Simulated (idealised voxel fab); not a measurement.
Proc. module: voxel self aligned contacts
In the cross-section labelled cut, the width is 240 nm and each square cell is 5 nm.
In this document a cross-section is written as a grid of square cells. It is given as a series of bands, listed from the top down, and a band is one or more rows of cells.
Band: top and bottom heights (nm) first, top before bottom; then materials from left to right, widths in nm. "edge to edge" marks a sole material filling the band edge to edge. "blank" denotes empty space.
For the purposes of this specification, 0 denotes the height below which the wafer in its as-received condition is composed wholly of one material, and the lowermost band, lacking a lower limit, extends downward without end, as expressed in "0 -> down".
The expression "30 to 40" gives the width at the extremes of the band, the first number at its top row of cells and the second at its bottom row, with the width changing by equal amounts from each row to the next in between.
You'll sometimes find "nothing altered" written for a step, and that's the way of saying that nowhere in the cross-section did a cell change during that step.
In the "Closed void catalog" entry, you get each enclosed empty space of 8 cells or more, one with no open way to the top, written width x height at distance, distance from the left edge, in nm.
Step line, after settings: the simulator's comment on this step.
Among the settings permitted on a step's line is "overlay nm"; applied to a step with a mask, it specifies the extent to which the mask lay to the right of its planned position, whereas a negative figure signifies a position to the left.

Process steps (planned):
1 RECEIVE with material Si
2 CONFORMAL_DEP with material SiO2, thk nm 5
3 DIRECTIONAL_DEP with material polySi, thk nm 20
4 DIRECTIONAL_DEP with material SiN, thk nm 20
5 MASKED_ETCH with tone cover, mask id GATE, width nm 25, pitch nm 65, etch materials SiN, depth nm 20, overlay nm 0
6 MASKED_ETCH with tone cover, mask id GATE, width nm 25, pitch nm 65, etch materials polySi, depth nm 20, overlay nm 0
7 CONFORMAL_DEP with material SiN, thk nm 10
8 DIRECTIONAL_ETCH with etch materials SiN, depth nm 10
9 FILL_DEP with material SiO2, thk nm 10
10 CMP with height nm 50
11 DIRECTIONAL_DEP with material aC, thk nm 15
12 PATTERN with tone open, mask id CONTACT, material resist, width nm 50, pitch nm 65, thk nm 30, overlay nm 0
13 DIRECTIONAL_ETCH with etch materials aC, depth nm 15
14 STRIP with etch materials resist
15 DIRECTIONAL_ETCH with etch materials SiO2, depth nm 50
16 STRIP with etch materials aC
17 CONFORMAL_DEP with material TiN, thk nm 5
18 FILL_DEP with material Ru, thk nm 10
19 CMP with height nm 50
20 CONFORMAL_DEP with material SiN, thk nm 5

So, the first of our two wafers, run just as we planned it:

Cross-section of the wafer upon arrival, representing the state reached after step 1:
0 -> down  Si edge to edge
Closed void catalog: none

Wafer xsec, post step 2:
5 -> 0  SiO2 edge to edge
Under the height 0 nothing was changed.

Wafer xsec, post step 3:
25 -> 5  polySi edge to edge
Under the height 5 nothing was changed.

Wafer xsec, post step 4:
45 -> 25  SiN edge to edge
Under the height 25 nothing was changed.

Wafer xsec, post step 5:
45 -> 25  blank (40) / SiN (25) / blank (40) / SiN (25) / blank (40) / SiN (25) / blank (45)
Under the height 25 nothing was changed.

Wafer xsec, post step 6:
45 -> 25  blank (40) / SiN (25) / blank (40) / SiN (25) / blank (40) / SiN (25) / blank (45)
25 -> 5  blank (40) / polySi (25) / blank (40) / polySi (25) / blank (40) / polySi (25) / blank (45)
Under the height 5 nothing was changed.

Wafer xsec, post step 7:
55 -> 25  blank (30) / SiN (45) / blank (20) / SiN (45) / blank (20) / SiN (45) / blank (35)
25 -> 15  blank (30) / SiN (10) / polySi (25) / SiN (10) / blank (20) / SiN (10) / polySi (25) / SiN (10) / blank (20) / SiN (10) / polySi (25) / SiN (10) / blank (35)
15 -> 5  SiN (40) / polySi (25) / SiN (40) / polySi (25) / SiN (40) / polySi (25) / SiN (45)
Under the height 5 nothing was changed.

Wafer xsec, post step 8:
45 -> 25  blank (30) / SiN (45) / blank (20) / SiN (45) / blank (20) / SiN (45) / blank (35)
25 -> 5  blank (30) / SiN (10) / polySi (25) / SiN (10) / blank (20) / SiN (10) / polySi (25) / SiN (10) / blank (20) / SiN (10) / polySi (25) / SiN (10) / blank (35)
Under the height 5 nothing was changed.

Wafer xsec, post step 9:
55 -> 45  SiO2 edge to edge
45 -> 25  SiO2 (30) / SiN (45) / SiO2 (20) / SiN (45) / SiO2 (20) / SiN (45) / SiO2 (35)
25 -> 5  SiO2 (30) / SiN (10) / polySi (25) / SiN (10) / SiO2 (20) / SiN (10) / polySi (25) / SiN (10) / SiO2 (20) / SiN (10) / polySi (25) / SiN (10) / SiO2 (35)
Under the height 5 nothing was changed.

Wafer xsec, post step 10:
50 -> 45  SiO2 edge to edge
Under the height 45 nothing was changed.

Wafer xsec, post step 11:
65 -> 50  aC edge to edge
Under the height 50 nothing was changed.

Wafer xsec, post step 12:
95 -> 65  resist (60) / blank (50) / resist (15) / blank (50) / resist (65)
Under the height 65 nothing was changed.

Wafer xsec, post step 13:
80 -> 65  resist (60) / blank (50) / resist (15) / blank (50) / resist (65)
65 -> 50  aC (60) / blank (50) / aC (15) / blank (50) / aC (65)
Under the height 50 nothing was changed.

Wafer xsec, post step 14:
65 -> 50  aC (60) / blank (50) / aC (15) / blank (50) / aC (65)
Under the height 50 nothing was changed.

Wafer xsec, post step 15:
65 -> 50  aC (60) / blank (50) / aC (15) / blank (50) / aC (65)
50 -> 45  SiO2 (60) / blank (50) / SiO2 (15) / blank (50) / SiO2 (65)
45 -> 25  SiO2 (30) / SiN (45) / blank (20) / SiN (45) / blank (20) / SiN (45) / SiO2 (35)
25 -> 5  SiO2 (30) / SiN (10) / polySi (25) / SiN (10) / blank (20) / SiN (10) / polySi (25) / SiN (10) / blank (20) / SiN (10) / polySi (25) / SiN (10) / SiO2 (35)
5 -> 0  SiO2 (75) / blank (20) / SiO2 (45) / blank (20) / SiO2 (80)
Under the height 0 nothing was changed.

Wafer xsec, post step 16:
50 -> 45  SiO2 (60) / blank (50) / SiO2 (15) / blank (50) / SiO2 (65)
Under the height 45 nothing was changed.

Wafer xsec, post step 17:
55 -> 50  TiN (65) / blank (40) / TiN (25) / blank (40) / TiN (70)
50 -> 45  SiO2 (60) / TiN (20) / blank (10) / TiN (20) / SiO2 (15) / TiN (20) / blank (10) / TiN (20) / SiO2 (65)
45 -> 25  SiO2 (30) / SiN (45) / TiN (5) / blank (10) / TiN (5) / SiN (45) / TiN (5) / blank (10) / TiN (5) / SiN (45) / SiO2 (35)
25 -> 5  SiO2 (30) / SiN (10) / polySi (25) / SiN (10) / TiN (5) / blank (10) / TiN (5) / SiN (10) / polySi (25) / SiN (10) / TiN (5) / blank (10) / TiN (5) / SiN (10) / polySi (25) / SiN (10) / SiO2 (35)
5 -> 0  SiO2 (75) / TiN (20) / SiO2 (45) / TiN (20) / SiO2 (80)
Under the height 0 nothing was changed.

Wafer xsec, post step 18:
65 -> 55  Ru edge to edge
55 -> 50  TiN (65) / Ru (40) / TiN (25) / Ru (40) / TiN (70)
50 -> 45  SiO2 (60) / TiN (20) / Ru (10) / TiN (20) / SiO2 (15) / TiN (20) / Ru (10) / TiN (20) / SiO2 (65)
45 -> 25  SiO2 (30) / SiN (45) / TiN (5) / Ru (10) / TiN (5) / SiN (45) / TiN (5) / Ru (10) / TiN (5) / SiN (45) / SiO2 (35)
25 -> 5  SiO2 (30) / SiN (10) / polySi (25) / SiN (10) / TiN (5) / Ru (10) / TiN (5) / SiN (10) / polySi (25) / SiN (10) / TiN (5) / Ru (10) / TiN (5) / SiN (10) / polySi (25) / SiN (10) / SiO2 (35)
Under the height 5 nothing was changed.

Wafer xsec, post step 19:
50 -> 45  SiO2 (60) / TiN (20) / Ru (10) / TiN (20) / SiO2 (15) / TiN (20) / Ru (10) / TiN (20) / SiO2 (65)
Under the height 45 nothing was changed.

Wafer xsec, post step 20:
55 -> 50  SiN edge to edge
Under the height 50 nothing was changed.

Notes, second wafer: start = first wafer's, plan = first wafer's, execution had one mistake; history identical to first through step 15:

Cross-section of the second wafer at the time by which step 16 should have been completed according to the plan:
65 -> 50  aC (60) / blank (115) / aC (65)
50 -> 45  SiO2 (60) / blank (115) / SiO2 (65)
45 -> 25  SiO2 (30) / blank (175) / SiO2 (35)
25 -> 5  SiO2 (30) / blank (10) / polySi (25) / blank (40) / polySi (25) / blank (40) / polySi (25) / blank (10) / SiO2 (35)
Under the height 5 nothing was changed.

Cross-section of the second wafer at the time by which step 17 should have been completed according to the plan:
70 -> 65  TiN (65) / blank (105) / TiN (70)
65 -> 50  aC (60) / TiN (5) / blank (105) / TiN (5) / aC (65)
50 -> 40  SiO2 (60 to 30) / TiN (5 to 35) / blank (105) / TiN (5 to 35) / SiO2 (65 to 35)
40 -> 30  SiO2 (30) / TiN (5) / blank (165) / TiN (5) / SiO2 (35)
30 -> 25  SiO2 (30) / TiN (40) / blank (30) / TiN (35) / blank (30) / TiN (40) / SiO2 (35)
25 -> 10  SiO2 (30) / TiN (10) / polySi (25) / TiN (5) / blank (30) / TiN (5) / polySi (25) / TiN (5) / blank (30) / TiN (5) / polySi (25) / TiN (10) / SiO2 (35)
10 -> 5  SiO2 (30) / TiN (10) / polySi (25) / TiN (15) / blank (10) / TiN (15) / polySi (25) / TiN (15) / blank (10) / TiN (15) / polySi (25) / TiN (10) / SiO2 (35)
5 -> 0  SiO2 (75) / TiN (20) / SiO2 (45) / TiN (20) / SiO2 (80)
Under the height 0 nothing was changed.

Cross-section of the second wafer at the time by which step 18 should have been completed according to the plan:
80 -> 70  Ru edge to edge
70 -> 65  TiN (65) / Ru (105) / TiN (70)
65 -> 50  aC (60) / TiN (5) / Ru (105) / TiN (5) / aC (65)
50 -> 40  SiO2 (60 to 30) / TiN (5 to 35) / Ru (105) / TiN (5 to 35) / SiO2 (65 to 35)
40 -> 30  SiO2 (30) / TiN (5) / Ru (165) / TiN (5) / SiO2 (35)
30 -> 25  SiO2 (30) / TiN (40) / Ru (30) / TiN (35) / Ru (30) / TiN (40) / SiO2 (35)
25 -> 10  SiO2 (30) / TiN (10) / polySi (25) / TiN (5) / Ru (30) / TiN (5) / polySi (25) / TiN (5) / Ru (30) / TiN (5) / polySi (25) / TiN (10) / SiO2 (35)
10 -> 5  SiO2 (30) / TiN (10) / polySi (25) / TiN (15) / Ru (10) / TiN (15) / polySi (25) / TiN (15) / Ru (10) / TiN (15) / polySi (25) / TiN (10) / SiO2 (35)
Under the height 5 nothing was changed.

Cross-section of the second wafer at the time by which step 19 should have been completed according to the plan:
50 -> 40  SiO2 (60 to 30) / TiN (5 to 35) / Ru (105) / TiN (5 to 35) / SiO2 (65 to 35)
Under the height 40 nothing was changed.

Cross-section of the second wafer at the time by which step 20 should have been completed according to the plan:
55 -> 50  SiN edge to edge
Under the height 50 nothing was changed.
Where did the run depart from the plan? in deviation from the planned setting, step 16 was conducted as STRIP with etch materials SiN
Heads up, by the end the second wafer has more or fewer cells of some materials compared to the first: 124 more of Ru | 156 fewer of SiN | 3 fewer of SiO2 | 35 more of TiN
